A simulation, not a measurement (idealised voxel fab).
Process module in this document: voxel self aligned contacts
cross-section cut | 170 nm wide | cells 5 nm
We lay out every cross-section as a grid of square cells and spell it out in bands from the top down, where one band means one or more rows of cells.
Top, bottom (nm), then materials left to right with widths (nm); lone material tagged "full width" fills the whole band edge to edge; "blank" = empty space.
All heights in this document are referenced to 0, defined as the level beneath which the wafer, as received, consists entirely of one material. The lowest band is not bounded below; it extends indefinitely downward and is written in the form "top 0, no bottom".
A width given as "30->40" starts at the first number in the band's top row and ends at the second number in its bottom row, shifting by an equal amount at every step from row to row.
"identical to before" (step): cross-section cells unchanged, all of them.
If an empty space has no open way to the top and is at least 8 cells in size, "Closed void listing" lists it, written width x height at distance, where distance is measured from the left edge and every value is in nm.
Note: text after step settings on the step line = simulator remark on that step.
Among the settings permitted on a step's line is "overlay nm"; applied to a step with a mask, it specifies the extent to which the mask lay to the right of its planned position, whereas a negative figure signifies a position to the left.
## Here's what the planned process steps look like
- 1: RECEIVE | material Si
- 2: CONFORMAL_DEP | material SiO2 | thk nm 5
- 3: DIRECTIONAL_DEP | material polySi | thk nm 25
- 4: DIRECTIONAL_DEP | material SiN | thk nm 20
- 5: PATTERN | tone cover | mask id GATE | material resist | width nm 35 | pitch nm 70 | thk nm 15 | overlay nm 0
- 6: DIRECTIONAL_ETCH | etch materials SiN | depth nm 20
- 7: DIRECTIONAL_ETCH | etch materials polySi | depth nm 25
- 8: STRIP | etch materials resist
- 9: CONFORMAL_DEP | material SiN | thk nm 10
- 10: DIRECTIONAL_ETCH | etch materials SiN | depth nm 10
- 11: FILL_DEP | material SiO2 | thk nm 20
- 12: CMP | height nm 60
- 13: PATTERN | tone open | mask id CONTACT | material resist | width nm 55 | thk nm 15 | overlay nm 0
- 14: DIRECTIONAL_ETCH | etch materials SiO2 | depth nm 60
- 15: STRIP | etch materials resist
- 16: CONFORMAL_DEP | material TiN | thk nm 5
- 17: FILL_DEP | material Ru | thk nm 10
- 18: CMP | height nm 60
- 19: CONFORMAL_DEP | material SiCN | thk nm 5
## Wafer cross-section on receipt, i.e. after step 1
  top 0, no bottom: Si full width
  Closed void listing: none
## Looking at the first of two wafers in cross-section at end of module - ran to plan
  top 65, bottom 60: SiCN full width
  top 60, bottom 50: SiO2: 55 | TiN: 5->25 | Ru: 45->5 | TiN: 5->25 | SiO2: 60
  top 50, bottom 30: SiO2: 20 | SiN: 55 | TiN: 5 | Ru: 5 | TiN: 5 | SiN: 55 | SiO2: 25
  top 30, bottom 5: SiO2: 20 | SiN: 10 | polySi: 35 | SiN: 10 | TiN: 5 | Ru: 5 | TiN: 5 | SiN: 10 | polySi: 35 | SiN: 10 | SiO2: 25
  top 5, bottom 0: SiO2: 75 | TiN: 15 | SiO2: 80
  top 0, no bottom: Si full width
  Closed void listing: none
## Wafer two (of two), end-of-module cross-section: start = wafer one, plan = wafer one, one run mistake
  top 65, bottom 60: SiCN full width
  top 60, bottom 50: SiO2: 55 | TiN: 5->25 | Ru: 45->5 | TiN: 5->25 | SiO2: 60
  top 50, bottom 30: SiO2: 20 | SiN: 10 | polySi: 35 | SiN: 10 | TiN: 5 | Ru: 5 | TiN: 5 | SiN: 10 | polySi: 35 | SiN: 10 | SiO2: 25
  top 30, bottom 25: SiO2: 20 | SiN: 10 | polySi: 35 | SiN: 10 | TiN: 15 | SiN: 10 | polySi: 35 | SiN: 10 | SiO2: 25
  top 25, bottom 5: SiN full width
  top 5, bottom 0: SiO2 full width
  top 0, no bottom: Si full width
  Closed void listing: none
Misprocessing identified: the executed order of steps 3 and 4 is the reverse of that specified in the plan, each step having taken the other's position
at the end the second wafer has, in cells: Ru: 5 fewer; SiN: 48 more; SiO2: 33 fewer; TiN: 10 fewer
